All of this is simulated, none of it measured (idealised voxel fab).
The name of this process module is voxel self aligned contacts.
Cross-section cut: width 260 nm, square cells of 5 nm.
Reading order for cross-sections: top band down to bottom band. Underlying form: a grid of square cells. Band size: one or more rows of cells. Band entry format. Leading values: height of top, height of bottom, nm. Remainder: materials in left-to-right order, each with its width in nm. Special words: "full width" on a single material, which then fills the band edge to edge; "blank", empty space. Heights are expressed relative to 0, this being the level below which the as-received wafer comprises one material exclusively. The lowest band is unbounded in the downward direction and is denoted as in "from 0 down". Top row gets the first number, bottom row gets the second, and each row in between changes by the same step: that is how a band width like "30 to 40" works. Any step labelled "remained the same" changed none of the cells in the cross-section. "Closed void inventory" specifies each empty space that is not open to the top and that occupies no fewer than 8 cells, using the form width x height at distance, the distance measured from the left edge and all three quantities in nm. On each step's line, the part that comes after the settings is the simulator's own comment on the step. Regarding "overlay nm": on a step with a mask, it is the distance the mask lay to the right of its planned place; a negative value places it to the left.

Process steps foreseen in the plan
1) RECEIVE | material Si
2) OXIDIZE | depth nm 5
3) DIRECTIONAL_DEP | material polySi | thk nm 30
4) DIRECTIONAL_DEP | material SiN | thk nm 15
5) MASKED_ETCH | tone cover | mask id GATE | width nm 25 | pitch nm 60 | etch materials SiN | depth nm 15 | overlay nm 0
6) MASKED_ETCH | tone cover | mask id GATE | width nm 25 | pitch nm 60 | etch materials polySi | depth nm 30 | overlay nm 0
7) CONFORMAL_DEP | material SiN | thk nm 5
8) DIRECTIONAL_ETCH | etch materials SiN | depth nm 5
9) FILL_DEP | material SiO2 | thk nm 20
10) CMP | height nm 55
11) MASKED_ETCH | tone open | mask id CONTACT | width nm 45 | etch materials SiO2 | depth nm 60 | overlay nm 0
12) CONFORMAL_DEP | material TiN | thk nm 5
13) FILL_DEP | material W | thk nm 10
14) CMP | height nm 55
15) CONFORMAL_DEP | material SiN | thk nm 5
Don't read the plan's thk nm for step 15 as applying to every wafer: that's the first wafer's value, and the wafers differ in it, though they all start identical.

This is how the first of several wafers looked in cross-section when it arrived, which is after step 1
- from 0 down: Si full width
- Closed void inventory: none

Cross-section after step 15, the final step of the module, for the first of several wafers
- from 60 to 55: SiN full width
- from 55 to 45: SiO2=105; TiN=5 to 15; W=35 to 15; TiN=5 to 15; SiO2=110
- from 45 to 30: SiO2=80; SiN=35; TiN=5; W=15; TiN=5; SiN=35; SiO2=85
- from 30 to 0: SiO2=80; SiN=5; polySi=25; SiN=5; TiN=5; W=15; TiN=5; SiN=5; polySi=25; SiN=5; SiO2=85
- from 0 to -5: SiO2=115; TiN=25; SiO2=120
- from -5 down: Si full width
- Closed void inventory: none

Here's the last wafer cross-sectioned at the end of the module
- from 75 to 55: SiN full width
- from 55 to 45: SiO2=105; TiN=5 to 15; W=35 to 15; TiN=5 to 15; SiO2=110
- from 45 to 30: SiO2=80; SiN=35; TiN=5; W=15; TiN=5; SiN=35; SiO2=85
- from 30 to 0: SiO2=80; SiN=5; polySi=25; SiN=5; TiN=5; W=15; TiN=5; SiN=5; polySi=25; SiN=5; SiO2=85
- from 0 to -5: SiO2=115; TiN=25; SiO2=120
- from -5 down: Si full width
- Closed void inventory: none

Table: wafers, a row each; end-of-module cell change per material since receipt, gain (+), loss (-); then closed voids
thk nm 5; -52 Si; +118 SiN; +430 SiO2; +31 TiN; +37 W; +60 polySi; Closed void inventory: none
thk nm 10; -52 Si; +170 SiN; +430 SiO2; +31 TiN; +37 W; +60 polySi; Closed void inventory: none
thk nm 15; -52 Si; +222 SiN; +430 SiO2; +31 TiN; +37 W; +60 polySi; Closed void inventory: none
thk nm 20; -52 Si; +274 SiN; +430 SiO2; +31 TiN; +37 W; +60 polySi; Closed void inventory: none
